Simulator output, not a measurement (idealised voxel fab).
Process module in this document: voxel self aligned vias
In the cross-section labelled cut, the width is 220 nm and each square cell is 5 nm.
Throughout this document, each cross-section is represented as a grid of square cells and is presented as a sequence of bands enumerated from the top downward, where a band comprises one or more rows of cells. Heads up on the band format: heights come first, top then bottom, in nm. After that it's the materials left to right, each with its width in nm. A single material flagged "everywhere" fills the whole band edge to edge, and "empty" means there's empty space there. All heights in this document are referenced to 0, defined as the level beneath which the wafer, as received, consists entirely of one material. The lowest band is not bounded below; it extends indefinitely downward and is written in the form "0 -> down". Quick explanation for "30->40": the width changes in equal steps down the rows of cells, from the first number in the band's top row to the second number in its bottom row. No cell of the cross-section changed in a step that is given as "no alteration". Empty spaces counting at least 8 cells and having no open way to the top are listed in "Fully enclosed voids". The notation width x height at distance is used for each, the distance being from the left edge and all three values in nm. If you see something after the settings on a step's line, that's the simulator's own remark about that step. What "overlay nm" on a step's line means: if the step has a mask, that mask lay this far to the right of its planned place, or, when the value is negative, to the left.
Plan:
step 1: RECEIVE [material Si]
step 2: CONFORMAL_DEP [material SiO2] [thk nm 10]
step 3: CONFORMAL_DEP [material SiCN] [thk nm 5]
step 4: DIRECTIONAL_DEP [material SiO2] [thk nm 20]
step 5: MASKED_ETCH [tone open] [mask id LINES] [width nm 20] [pitch nm 65] [etch materials SiO2] [depth nm 20] [overlay nm 0]
step 6: CONFORMAL_DEP [material TiN] [thk nm 5]
step 7: FILL_DEP [material Ru] [thk nm 5]
step 8: CMP [height nm 35]
step 9: SELECTIVE_ETCH [etch materials W Ru TiN] [depth nm 5]
step 10: FILL_DEP [material SiN] [thk nm 5]
step 11: CMP [height nm 35]
step 12: DIRECTIONAL_DEP [material SiO2] [thk nm 20]
step 13: DIRECTIONAL_DEP [material aC] [thk nm 15]
step 14: PATTERN [tone open] [mask id VIAS] [material resist] [width nm 40] [pitch nm 130] [thk nm 35] [overlay nm 0]
step 15: DIRECTIONAL_ETCH [etch materials aC] [depth nm 15]
step 16: STRIP [etch materials resist]
step 17: DIRECTIONAL_ETCH [etch materials SiO2] [depth nm 20]
step 18: DIRECTIONAL_ETCH [etch materials SiN] [depth nm 5]
step 19: STRIP [etch materials aC]
step 20: CONFORMAL_DEP [material TiN] [thk nm 5]
step 21: FILL_DEP [material Ru] [thk nm 5]
step 22: CMP [height nm 55]
step 23: CONFORMAL_DEP [material SiN] [thk nm 5]
Wafer at receipt (post step 1), cross-section:
0 -> down | Si everywhere
Fully enclosed voids: none
This is how the wafer looks in cross-section once the module is done, given the starting state and plan above and one mistake in carrying the plan out:
60 -> 55 | SiN everywhere
55 -> 40 | 25 of SiO2 | 5 of TiN | 30 of Ru | 5 of TiN | 90 of SiO2 | 5 of TiN | 30 of Ru | 5 of TiN | 25 of SiO2
40 -> 35 | 25 of SiO2 | 15 of TiN | 10 of Ru | 15 of TiN | 90 of SiO2 | 15 of TiN | 10 of Ru | 15 of TiN | 25 of SiO2
35 -> 30 | 35 of SiO2 | 20 of TiN | 45 of SiO2 | 20 of SiN | 45 of SiO2 | 20 of TiN | 35 of SiO2
30 -> 20 | 35 of SiO2 | 5 of SiN | 10 of Ru | 5 of SiN | 45 of SiO2 | 5 of SiN | 10 of Ru | 5 of SiN | 45 of SiO2 | 5 of SiN | 10 of Ru | 5 of SiN | 35 of SiO2
20 -> 15 | 35 of SiO2 | 20 of SiN | 45 of SiO2 | 20 of SiN | 45 of SiO2 | 20 of SiN | 35 of SiO2
15 -> 10 | SiCN everywhere
10 -> 0 | SiO2 everywhere
0 -> down | Si everywhere
Fully enclosed voids: none
Nonconformance to the process plan: note that step 6 departed from the planned setting and was carried out as CONFORMAL_DEP [material SiN] [thk nm 5]
